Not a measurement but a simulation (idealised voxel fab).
The document below concerns the process module designated voxel transistor to metal.
We display cut, a cross-section 205 nm in width whose square cells are each 5 nm.
Reading order for cross-sections: top band down to bottom band. Underlying form: a grid of square cells. Band size: one or more rows of cells.
For a band, the entry starts with two heights in nm, that of the top and then that of the bottom, and carries on with the band's materials in order from left to right, each alongside its width in nm; the word "everywhere" beside a single material means it fills the band edge to edge, and "air" means empty space.
A quick word on heights: they are counted from 0, and under that level the wafer as it came to us is one material throughout. The lowest band is different from the rest in having no bottom; it simply continues downward, written as in "0 nm and below".
The width entry "30..40" should be interpreted row by row: the top row of cells in the band takes the first number, the bottom row takes the second number, and the change between adjacent rows is uniform throughout.
For the purposes of this document, the phrase "nothing changed" attached to a step denotes that no cell within the cross-section was modified by that step.
The label "Completely sealed voids" introduces a list of the empty spaces, 8 cells or larger, that have no open way up to the top; each entry in it reads width x height at distance, where the distance is taken from the left edge and all three are stated in nm.
Post-settings text on a step line: simulator's own remark regarding the step.
The setting "overlay nm" may be written on the line of a step. When the step uses a mask, the value reports how far to the right of the planned place the mask lay, and a negative value reports that it lay to the left.
The following list gives the planned process steps:
| 1 | RECEIVE: material Si |
| 2 | CONFORMAL_DEP: material SiO2, thk nm 5 |
| 3 | CONFORMAL_DEP: material SiN, thk nm 15 |
| 4 | PATTERN: tone cover, mask id ACTIVE, material resist, width nm 105, thk nm 20, overlay nm 0 |
| 5 | DIRECTIONAL_ETCH: etch materials SiN, depth nm 15 |
| 6 | DIRECTIONAL_ETCH: etch materials SiO2, depth nm 5 |
| 7 | DIRECTIONAL_ETCH: etch materials Si, depth nm 20 |
| 8 | STRIP: etch materials resist |
| 9 | FILL_DEP: material SiO2, thk nm 15 |
| 10 | CMP: height nm 20 |
| 11 | SELECTIVE_ETCH: etch materials SiO2, depth nm 10 |
| 12 | STRIP: etch materials SiN |
| 13 | SELECTIVE_ETCH: etch materials SiO2, depth nm 5 |
| 14 | OXIDIZE: depth nm 5 |
| 15 | DIRECTIONAL_DEP: material polySi, thk nm 20 |
| 16 | DIRECTIONAL_DEP: material SiCN, thk nm 15 |
| 17 | PATTERN: tone cover, mask id GATE, material resist, width nm 25, thk nm 20, overlay nm 0 |
| 18 | DIRECTIONAL_ETCH: etch materials SiCN, depth nm 25 |
| 19 | DIRECTIONAL_ETCH: etch materials polySi, depth nm 30 |
| 20 | STRIP: etch materials resist |
| 21 | CONFORMAL_DEP: material SiN, thk nm 10 |
| 22 | DIRECTIONAL_ETCH: etch materials SiN, depth nm 10 |
| 23 | DIRECTIONAL_ETCH: etch materials SiO2, depth nm 5 |
| 24 | DIRECTIONAL_ETCH: etch materials Si, depth nm 15 |
| 25 | EPI: material SiGe, thk nm 15 |
| 26 | FILL_DEP: material SiO2, thk nm 5 |
| 27 | CMP: height nm 35 |
| 28 | DIRECTIONAL_DEP: material SiO2, thk nm 15 |
| 29 | MASKED_ETCH: tone open, mask id CONTACT, width nm 15, pitch nm 80, etch materials SiO2, depth nm 40, overlay nm 0 |
| 30 | CONFORMAL_DEP: material TiN, thk nm 5 |
| 31 | FILL_DEP: material Ru, thk nm 5 |
| 32 | CMP: height nm 50 |
| 33 | CONFORMAL_DEP: material SiN, thk nm 5 |
| 34 | DIRECTIONAL_DEP: material lowk, thk nm 15 |
| 35 | DIRECTIONAL_DEP: material aC, thk nm 10 |
| 36 | PATTERN: tone open, mask id METAL_1, material resist, width nm 15, pitch nm 80, thk nm 30, overlay nm 0 |
| 37 | DIRECTIONAL_ETCH: etch materials aC, depth nm 10 |
| 38 | STRIP: etch materials resist |
| 39 | DIRECTIONAL_ETCH: etch materials lowk, depth nm 15 |
| 40 | DIRECTIONAL_ETCH: etch materials SiN, depth nm 5 |
| 41 | STRIP: etch materials aC |
| 42 | CONFORMAL_DEP: material TiN, thk nm 5 |
| 43 | FILL_DEP: material Cu, thk nm 10 |
| 44 | CMP: height nm 70 |
| 45 | CONFORMAL_DEP: material SiCN, thk nm 5 |
| 46 | DIRECTIONAL_DEP: material lowk, thk nm 30 |
| 47 | DIRECTIONAL_DEP: material aC, thk nm 15 |
| 48 | PATTERN: tone open, mask id METAL_2, material resist, width nm 15, pitch nm 80, thk nm 30, overlay nm 0 |
| 49 | DIRECTIONAL_ETCH: etch materials aC, depth nm 15 |
| 50 | STRIP: etch materials resist |
| 51 | DIRECTIONAL_ETCH: etch materials lowk, depth nm 20 |
| 52 | STRIP: etch materials aC |
| 53 | MASKED_ETCH: tone open, mask id METAL_2_HOLES, width nm 15, pitch nm 80, etch materials lowk, depth nm 10, overlay nm 0 |
| 54 | MASKED_ETCH: tone open, mask id METAL_2_HOLES, width nm 15, pitch nm 80, etch materials SiCN, depth nm 5, overlay nm 0 |
| 55 | CONFORMAL_DEP: material TiN, thk nm 5 |
| 56 | FILL_DEP: material Cu, thk nm 10 |
| 57 | CMP: height nm 105 |
| 58 | CONFORMAL_DEP: material SiN, thk nm 5 |
Incoming wafer, cross-sectional view, post step 1:
    0 nm and below | Si everywhere
    Completely sealed voids: none
a wafer at the end: this start, this plan, one mistake:
    110 nm to 105 nm | SiN everywhere
    105 nm to 100 nm | Cu everywhere
    100 nm to 95 nm | TiN 60 nm, then Cu 5 nm, then TiN 75 nm, then Cu 5 nm, then TiN 60 nm
    95 nm to 90 nm | lowk 55 nm, then TiN 5 nm, then Cu 5 nm, then TiN 5 nm, then lowk 65 nm, then TiN 5 nm, then Cu 5 nm, then TiN 5 nm, then lowk 55 nm
    90 nm to 85 nm | lowk 55 nm, then TiN 15 nm, then lowk 65 nm, then TiN 15 nm, then lowk 55 nm
    85 nm to 75 nm | lowk everywhere
    75 nm to 70 nm | SiCN everywhere
    70 nm to 55 nm | lowk 55 nm, then TiN 5 nm, then Cu 5 nm, then TiN 5 nm, then lowk 65 nm, then TiN 5 nm, then Cu 5 nm, then TiN 5 nm, then lowk 55 nm
    55 nm to 50 nm | SiN 55 nm, then TiN 15 nm, then SiN 65 nm, then TiN 15 nm, then SiN 55 nm
    50 nm to 35 nm | SiO2 55 nm, then TiN 5 nm, then Ru 5 nm, then TiN 5 nm, then SiO2 65 nm, then TiN 5 nm, then Ru 5 nm, then TiN 5 nm, then SiO2 55 nm
    35 nm to 20 nm | SiO2 55 nm, then TiN 5 nm, then Ru 5 nm, then TiN 5 nm, then SiO2 10 nm, then SiN 10 nm, then SiCN 25 nm, then SiN 10 nm, then SiO2 10 nm, then TiN 5 nm, then Ru 5 nm, then TiN 5 nm, then SiO2 55 nm
    20 nm to 15 nm | SiO2 55 nm, then TiN 5 nm, then Ru 5 nm, then TiN 5 nm, then SiO2 10 nm, then SiN 10 nm, then polySi 25 nm, then SiN 10 nm, then SiO2 10 nm, then TiN 5 nm, then Ru 5 nm, then TiN 5 nm, then SiO2 55 nm
    15 nm to 10 nm | SiO2 55 nm, then TiN 15 nm, then SiO2 10 nm, then SiN 10 nm, then polySi 25 nm, then SiN 10 nm, then SiO2 10 nm, then TiN 15 nm, then SiO2 55 nm
    10 nm to 5 nm | SiO2 50 nm, then SiGe 30 nm, then SiN 10 nm, then polySi 25 nm, then SiN 10 nm, then SiGe 30 nm, then SiO2 50 nm
    5 nm to 0 nm | SiO2 45 nm, then SiN 10 nm, then SiGe 25 nm, then SiN 10 nm, then polySi 25 nm, then SiN 10 nm, then SiGe 25 nm, then SiN 10 nm, then SiO2 45 nm
    0 nm to -5 nm | SiO2 55 nm, then SiGe 25 nm, then SiO2 45 nm, then SiGe 25 nm, then SiO2 55 nm
    -5 nm to -20 nm | SiO2 50 nm, then Si 5 nm, then SiGe 25 nm, then Si 45 nm, then SiGe 25 nm, then Si 5 nm, then SiO2 50 nm
    -20 nm and below | Si everywhere
    Completely sealed voids: none
Which mistake was made when the wafer was run? step 53 did not use the planned setting and instead ran as MASKED_ETCH: tone cover, mask id METAL_2_HOLES, width nm 15, pitch nm 80, etch materials lowk, depth nm 10, overlay nm 0
